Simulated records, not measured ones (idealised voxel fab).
Title: Process Module voxel gate over fins
Pictured: cross-section cut, 250 nm wide, on a grid of 5 nm square cells.
Square cells in a grid make up a cross-section in this document, and the grid is given as bands, listed from the top down, each one or more rows of cells.
Band: top height; bottom height; in nm. Then, left to right: material with width in nm, for each material. "everywhere": a single material spanning edge to edge. "air": empty space.
A quick word on heights: they are counted from 0, and under that level the wafer as it came to us is one material throughout. The lowest band is different from the rest in having no bottom; it simply continues downward, written as in "0 nm and below".
The two numbers in a width such as "30 to 40" mark its ends across the band: the first belongs to the top row of cells, the second to the bottom row, and from each row to the next the width moves by the same amount.
The designation "nothing changed", where it is given for a processing step, indicates that no cell of the cross-section was altered in the course of that step.
Entry "Tabulated closed voids". Content: empty spaces with no open connection to the top, size 8 cells or greater. Each: width x height at distance. Distance: from left edge. Unit: nm.
Step line, after settings: the simulator's comment on this step.
overlay nm: mask right of planned place by this much (step with mask). Neg. = left.
Intended process steps
1) RECEIVE (material Si)
2) CONFORMAL_DEP (material SiN; thk nm 10)
3) DIRECTIONAL_DEP (material aC; thk nm 15)
4) PATTERN (tone cover; mask id FINS; material resist; width nm 15; pitch nm 35; thk nm 30; overlay nm 0)
5) DIRECTIONAL_ETCH (etch materials aC; depth nm 15)
6) STRIP (etch materials resist)
7) DIRECTIONAL_ETCH (etch materials SiN; depth nm 10)
8) DIRECTIONAL_ETCH (etch materials Si; depth nm 40)
9) STRIP (etch materials aC)
10) FILL_DEP (material SiO2; thk nm 15)
11) CMP (height nm 10)
12) SELECTIVE_ETCH (etch materials SiO2; depth nm 25)
13) STRIP (etch materials SiN)
14) CONFORMAL_DEP (material HfO2; thk nm 5)
15) CONFORMAL_DEP (material TiN; thk nm 5)
16) CONFORMAL_DEP (material TiAl; thk nm 5)
17) CONFORMAL_DEP (material TiN; thk nm 5)
18) FILL_DEP (material W; thk nm 15)
19) CMP (height nm 30)
20) CONFORMAL_DEP (material SiN; thk nm 5)
First of the two wafers, run per plan
Incoming wafer, cross-sectional view, post step 1
- 0 nm and below  Si everywhere
- Tabulated closed voids: none
Cross-section of the wafer subsequent to step 2
- 10 nm to 0 nm  SiN everywhere
- Nothing below the height 0 has changed.
Cross-section of the wafer subsequent to step 3
- 25 nm to 10 nm  aC everywhere
- Nothing below the height 10 has changed.
Cross-section of the wafer subsequent to step 4
- 55 nm to 25 nm  air: 100; resist: 15; air: 20; resist: 15; air: 100
- Nothing below the height 25 has changed.
Cross-section of the wafer subsequent to step 5
- 40 nm to 25 nm  air: 100; resist: 15; air: 20; resist: 15; air: 100
- 25 nm to 10 nm  air: 100; aC: 15; air: 20; aC: 15; air: 100
- Nothing below the height 10 has changed.
Cross-section of the wafer subsequent to step 6
- 25 nm to 10 nm  air: 100; aC: 15; air: 20; aC: 15; air: 100
- Nothing below the height 10 has changed.
Cross-section of the wafer subsequent to step 7
- 25 nm to 10 nm  air: 100; aC: 15; air: 20; aC: 15; air: 100
- 10 nm to 0 nm  air: 100; SiN: 15; air: 20; SiN: 15; air: 100
- Nothing below the height 0 has changed.
Cross-section of the wafer subsequent to step 8
- 25 nm to 10 nm  air: 100; aC: 15; air: 20; aC: 15; air: 100
- 10 nm to 0 nm  air: 100; SiN: 15; air: 20; SiN: 15; air: 100
- 0 nm to -40 nm  air: 100; Si: 15; air: 20; Si: 15; air: 100
- Nothing below the height -40 has changed.
Cross-section of the wafer subsequent to step 9
- 10 nm to 0 nm  air: 100; SiN: 15; air: 20; SiN: 15; air: 100
- Nothing below the height 0 has changed.
Cross-section of the wafer subsequent to step 10
- 25 nm to 10 nm  SiO2 everywhere
- 10 nm to 0 nm  SiO2: 100; SiN: 15; SiO2: 20; SiN: 15; SiO2: 100
- 0 nm to -40 nm  SiO2: 100; Si: 15; SiO2: 20; Si: 15; SiO2: 100
- Nothing below the height -40 has changed.
Cross-section of the wafer subsequent to step 11
- 10 nm to 0 nm  SiO2: 100; SiN: 15; SiO2: 20; SiN: 15; SiO2: 100
- Nothing below the height 0 has changed.
Cross-section of the wafer subsequent to step 12
- 10 nm to 0 nm  air: 100; SiN: 15; air: 20; SiN: 15; air: 100
- 0 nm to -15 nm  air: 100; Si: 15; air: 20; Si: 15; air: 100
- Nothing below the height -15 has changed.
Cross-section of the wafer subsequent to step 13
- 0 nm to -15 nm  air: 100; Si: 15; air: 20; Si: 15; air: 100
- Nothing below the height -15 has changed.
Cross-section of the wafer subsequent to step 14
- 5 nm to 0 nm  air: 95; HfO2: 25; air: 10; HfO2: 25; air: 95
- 0 nm to -10 nm  air: 95; HfO2: 5; Si: 15; HfO2: 5; air: 10; HfO2: 5; Si: 15; HfO2: 5; air: 95
- -10 nm to -15 nm  HfO2: 100; Si: 15; HfO2: 20; Si: 15; HfO2: 100
- Nothing below the height -15 has changed.
Cross-section of the wafer subsequent to step 15
- 10 nm to 5 nm  air: 90; TiN: 70; air: 90
- 5 nm to 0 nm  air: 90; TiN: 5; HfO2: 25; TiN: 10; HfO2: 25; TiN: 5; air: 90
- 0 nm to -5 nm  air: 90; TiN: 5; HfO2: 5; Si: 15; HfO2: 5; TiN: 10; HfO2: 5; Si: 15; HfO2: 5; TiN: 5; air: 90
- -5 nm to -10 nm  TiN: 95; HfO2: 5; Si: 15; HfO2: 5; TiN: 10; HfO2: 5; Si: 15; HfO2: 5; TiN: 95
- Nothing below the height -10 has changed.
Cross-section of the wafer subsequent to step 16
- 15 nm to 10 nm  air: 85; TiAl: 80; air: 85
- 10 nm to 5 nm  air: 85; TiAl: 5; TiN: 70; TiAl: 5; air: 85
- 5 nm to 0 nm  air: 85; TiAl: 5; TiN: 5; HfO2: 25; TiN: 10; HfO2: 25; TiN: 5; TiAl: 5; air: 85
- 0 nm to -5 nm  TiAl: 90; TiN: 5; HfO2: 5; Si: 15; HfO2: 5; TiN: 10; HfO2: 5; Si: 15; HfO2: 5; TiN: 5; TiAl: 90
- Nothing below the height -5 has changed.
Cross-section of the wafer subsequent to step 17
- 20 nm to 15 nm  air: 80; TiN: 90; air: 80
- 15 nm to 10 nm  air: 80; TiN: 5; TiAl: 80; TiN: 5; air: 80
- 10 nm to 5 nm  air: 80; TiN: 5; TiAl: 5; TiN: 70; TiAl: 5; TiN: 5; air: 80
- 5 nm to 0 nm  TiN: 85; TiAl: 5; TiN: 5; HfO2: 25; TiN: 10; HfO2: 25; TiN: 5; TiAl: 5; TiN: 85
- Nothing below the height 0 has changed.
Cross-section of the wafer subsequent to step 18
- 35 nm to 20 nm  W everywhere
- 20 nm to 15 nm  W: 80; TiN: 90; W: 80
- 15 nm to 10 nm  W: 80; TiN: 5; TiAl: 80; TiN: 5; W: 80
- 10 nm to 5 nm  W: 80; TiN: 5; TiAl: 5; TiN: 70; TiAl: 5; TiN: 5; W: 80
- Nothing below the height 5 has changed.
Cross-section of the wafer subsequent to step 19
- 30 nm to 20 nm  W everywhere
- Nothing below the height 20 has changed.
Cross-section of the wafer subsequent to step 20
- 35 nm to 30 nm  SiN everywhere
- Nothing below the height 30 has changed.
Second Wafer (Identical Start and Plan, One Processing Error; Matches First Wafer Through Step 19)
Second wafer, cross-section, planned end of step 20
- 35 nm to 30 nm  TiAl everywhere
- Nothing below the height 30 has changed.
Error vs. plan: for step 20, the planned setting was not used; the step was instead run as CONFORMAL_DEP (material TiAl; thk nm 5)
The closing comparison, in cells, has the second wafer with more or fewer of some materials than the first: -50 SiN | +50 TiAl
